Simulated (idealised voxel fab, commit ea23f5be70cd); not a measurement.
A process module follows: voxel transistor to metal.
FYI the section here is cut, 260 nm wide, cells are 5 nm squares.
Square cells in a grid make up a cross-section in this document, and the grid is given as bands, listed from the top down, each one or more rows of cells.
Band entry format. Leading values: height of top, height of bottom, nm. Remainder: materials in left-to-right order, each with its width in nm. Special words: "edge to edge" on a single material, which then fills the band edge to edge; "blank", empty space.
All heights in this document are referenced to 0, defined as the level beneath which the wafer, as received, consists entirely of one material. The lowest band is not bounded below; it extends indefinitely downward and is written in the form "0 nm and below".
The width entry "30 to 40" should be interpreted row by row: the top row of cells in the band takes the first number, the bottom row takes the second number, and the change between adjacent rows is uniform throughout.
Any step labelled "nothing different" changed none of the cells in the cross-section.
Reported under the label "Unvented voids" are the empty spaces having no open way to the top and comprising 8 cells or more; the notation for each is width x height at distance, in which the distance is measured from the left edge and all three values are in nm.
Past the settings on a step's line: simulator remark, on that step.
"overlay nm", when on a step's line for a step with a mask, measures how far to the right of its planned place the mask lay; a negative measure means to the left.

Process steps foreseen in the plan:
1: RECEIVE [material Si]
2: OXIDIZE [depth nm 5]
3: CONFORMAL_DEP [material SiN] [thk nm 10]
4: PATTERN [tone cover] [mask id ACTIVE] [material resist] [width nm 105] [pitch nm 125] [thk nm 15] [overlay nm 0]
5: DIRECTIONAL_ETCH [etch materials SiN] [depth nm 10]
6: DIRECTIONAL_ETCH [etch materials SiO2] [depth nm 5]
7: DIRECTIONAL_ETCH [etch materials Si] [depth nm 30]
8: STRIP [etch materials resist]
9: OXIDIZE [depth nm 5]
10: FILL_DEP [material SiO2] [thk nm 15]
11: CMP [height nm 10]
12: SELECTIVE_ETCH [etch materials SiO2] [depth nm 5]
13: STRIP [etch materials SiN]
14: SELECTIVE_ETCH [etch materials SiO2] [depth nm 5]
15: OXIDIZE [depth nm 5]
16: DIRECTIONAL_DEP [material polySi] [thk nm 30]
17: DIRECTIONAL_DEP [material SiCN] [thk nm 10]
18: MASKED_ETCH [tone cover] [mask id GATE] [width nm 15] [pitch nm 125] [etch materials SiCN] [depth nm 20] [overlay nm 0]
19: MASKED_ETCH [tone cover] [mask id GATE] [width nm 15] [pitch nm 125] [etch materials polySi] [depth nm 40] [overlay nm 0]
20: CONFORMAL_DEP [material SiO2] [thk nm 5]
21: DIRECTIONAL_ETCH [etch materials SiO2] [depth nm 5]
22: CONFORMAL_DEP [material SiN] [thk nm 10]
23: DIRECTIONAL_ETCH [etch materials SiN] [depth nm 10]
24: DIRECTIONAL_ETCH [etch materials SiO2] [depth nm 5]
25: EPI [material SiGe] [thk nm 5]
26: FILL_DEP [material SiO2] [thk nm 10]
27: CMP [height nm 35]
28: DIRECTIONAL_DEP [material SiO2] [thk nm 15]
29: PATTERN [tone open] [mask id CONTACT] [material resist] [width nm 20] [thk nm 15] [overlay nm 0]
30: DIRECTIONAL_ETCH [etch materials SiO2] [depth nm 55]
31: STRIP [etch materials resist]
32: CONFORMAL_DEP [material TiN] [thk nm 5]
33: FILL_DEP [material Ru] [thk nm 5]
34: CMP [height nm 50]
35: CONFORMAL_DEP [material SiCN] [thk nm 5]
36: DIRECTIONAL_DEP [material lowk] [thk nm 15]
37: MASKED_ETCH [tone open] [mask id METAL_1] [width nm 15] [etch materials lowk] [depth nm 15] [overlay nm 0]
38: MASKED_ETCH [tone open] [mask id METAL_1] [width nm 20] [etch materials SiCN] [depth nm 5] [overlay nm 0]
39: CONFORMAL_DEP [material TiN] [thk nm 5]
40: FILL_DEP [material W] [thk nm 10]
41: CMP [height nm 70]
42: CONFORMAL_DEP [material SiCN] [thk nm 5]
43: DIRECTIONAL_DEP [material SiO2] [thk nm 35]
44: DIRECTIONAL_DEP [material aC] [thk nm 10]
45: PATTERN [tone open] [mask id METAL_2_HOLES] [material resist] [width nm 15] [pitch nm 125] [thk nm 30] [overlay nm 0]
46: DIRECTIONAL_ETCH [etch materials aC] [depth nm 10]
47: STRIP [etch materials resist]
48: DIRECTIONAL_ETCH [etch materials SiO2] [depth nm 35]
49: STRIP [etch materials aC]
50: PATTERN [tone open] [mask id METAL_2] [material resist] [width nm 20] [pitch nm 125] [thk nm 20] [overlay nm 0]
51: DIRECTIONAL_ETCH [etch materials SiO2] [depth nm 20]
52: DIRECTIONAL_ETCH [etch materials SiCN] [depth nm 5]
53: STRIP [etch materials resist]
54: CONFORMAL_DEP [material TiN] [thk nm 5]
55: FILL_DEP [material Cu] [thk nm 5]
56: CMP [height nm 110]
57: CONFORMAL_DEP [material SiN] [thk nm 5]
Wafers differ in width nm at step 37; plan lists the first wafer's value; identical starting state.

Received condition of the first of several wafers, sectioned: post-step 1:
* 0 nm and below: Si edge to edge
* Unvented voids: none

Table: wafers, a row each; end-of-module cell change per material since receipt, gain (+), loss (-); then closed voids:
width nm 15, +20 Cu, +80 Ru, -188 Si, +98 SiCN, +16 SiGe, +124 SiN, +710 SiO2, +168 TiN, +12 W, +120 lowk, +36 polySi, Unvented voids: none
width nm 20, +20 Cu, +80 Ru, -188 Si, +94 SiCN, +16 SiGe, +124 SiN, +710 SiO2, +172 TiN, +24 W, +108 lowk, +36 polySi, Unvented voids: none
width nm 25, +20 Cu, +80 Ru, -188 Si, +94 SiCN, +16 SiGe, +124 SiN, +710 SiO2, +176 TiN, +32 W, +96 lowk, +36 polySi, Unvented voids: none
width nm 30, +20 Cu, +80 Ru, -188 Si, +94 SiCN, +16 SiGe, +124 SiN, +710 SiO2, +180 TiN, +40 W, +84 lowk, +36 polySi, Unvented voids: none
width nm 35, +20 Cu, +80 Ru, -188 Si, +94 SiCN, +16 SiGe, +124 SiN, +710 SiO2, +184 TiN, +48 W, +72 lowk, +36 polySi, Unvented voids: none
